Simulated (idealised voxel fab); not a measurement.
The process module presented herein is designated voxel spacer lines.
Section shown: cut. Width: 210 nm. Cell size: 5 nm, square.
Throughout this document, each cross-section is represented as a grid of square cells and is presented as a sequence of bands enumerated from the top downward, where a band comprises one or more rows of cells. Each band's line starts with the height of the band's top and of its bottom, in nm. Then come its materials from left to right, each with its width in nm. One material with "throughout" fills the band from edge to edge. "air" is empty space. Heights are expressed relative to 0, this being the level below which the as-received wafer comprises one material exclusively. The lowest band is unbounded in the downward direction and is denoted as in "0..down". Top row gets the first number, bottom row gets the second, and each row in between changes by the same step: that is how a band width like "30->40" works. Given "remained the same" for a step, no cell of the cross-section differs between before and after that step. The entry "Closed void list" lists the empty spaces that cover at least 8 cells and have no open path to the top. Each is written as width x height at distance, where the distance is measured from the left edge and all three values are in nm. Step line, after settings: the simulator's comment on this step. What "overlay nm" on a step's line means: if the step has a mask, that mask lay this far to the right of its planned place, or, when the value is negative, to the left.
BELOW IS THE LIST OF PLANNED PROCESS STEPS
1: RECEIVE with material Si
2: CONFORMAL_DEP with material Al2O3, thk nm 10
3: DIRECTIONAL_DEP with material W, thk nm 10
4: DIRECTIONAL_DEP with material aC, thk nm 20
5: PATTERN with tone cover, mask id MANDREL, material resist, width nm 15, pitch nm 50, thk nm 25, overlay nm -15
6: DIRECTIONAL_ETCH with etch materials aC, depth nm 20
7: STRIP with etch materials resist
8: CONFORMAL_DEP with material SiO2, thk nm 10
9: DIRECTIONAL_ETCH with etch materials SiO2, depth nm 10
10: STRIP with etch materials aC
11: DIRECTIONAL_ETCH with etch materials W, depth nm 10
12: STRIP with etch materials SiO2
It is noted that the wafers described herein are identical at the outset and are distinguished by the overlay nm of step 5; the value stated in the plan corresponds to the first wafer.
HERE'S THE FIRST OF THE WAFERS IN CROSS-SECTION, JUST AS WE GOT IT, I.E. AFTER STEP 1
    0..down: Si throughout
    Closed void list: none
CROSS-SECTION OF THE FIRST OF SEVERAL WAFERS, TAKEN AFTER STEP 12, WHERE THE MODULE ENDS
    20..10: air 45 nm, then W 10 nm, then air 15 nm, then W 10 nm, then air 15 nm, then W 10 nm, then air 15 nm, then W 10 nm, then air 80 nm
    10..0: Al2O3 throughout
    0..down: Si throughout
    Closed void list: none
LAST WAFER AT THE END
    20..10: air 75 nm, then W 10 nm, then air 15 nm, then W 10 nm, then air 15 nm, then W 10 nm, then air 15 nm, then W 10 nm, then air 50 nm
    10..0: Al2O3 throughout
    0..down: Si throughout
    Closed void list: none
EVERY ROW IN THIS TABLE IS A WAFER AT THE END OF THE MODULE, AND IT GIVES, FOR EACH OF THE MATERIALS, THE CELLS THAT WAFER HAS GAINED (+) OR LOST (-) SINCE IT WAS RECEIVED, THEN ITS CLOSED VOIDS
overlay nm -15 | +84 Al2O3 | +16 W | Closed void list: none
overlay nm -10 | +84 Al2O3 | +16 W | Closed void list: none
overlay nm -5 | +84 Al2O3 | +16 W | Closed void list: none
overlay nm 0 | +84 Al2O3 | +16 W | Closed void list: none
overlay nm 5 | +84 Al2O3 | +16 W | Closed void list: none
overlay nm 10 | +84 Al2O3 | +16 W | Closed void list: none
overlay nm 15 | +84 Al2O3 | +16 W | Closed void list: none
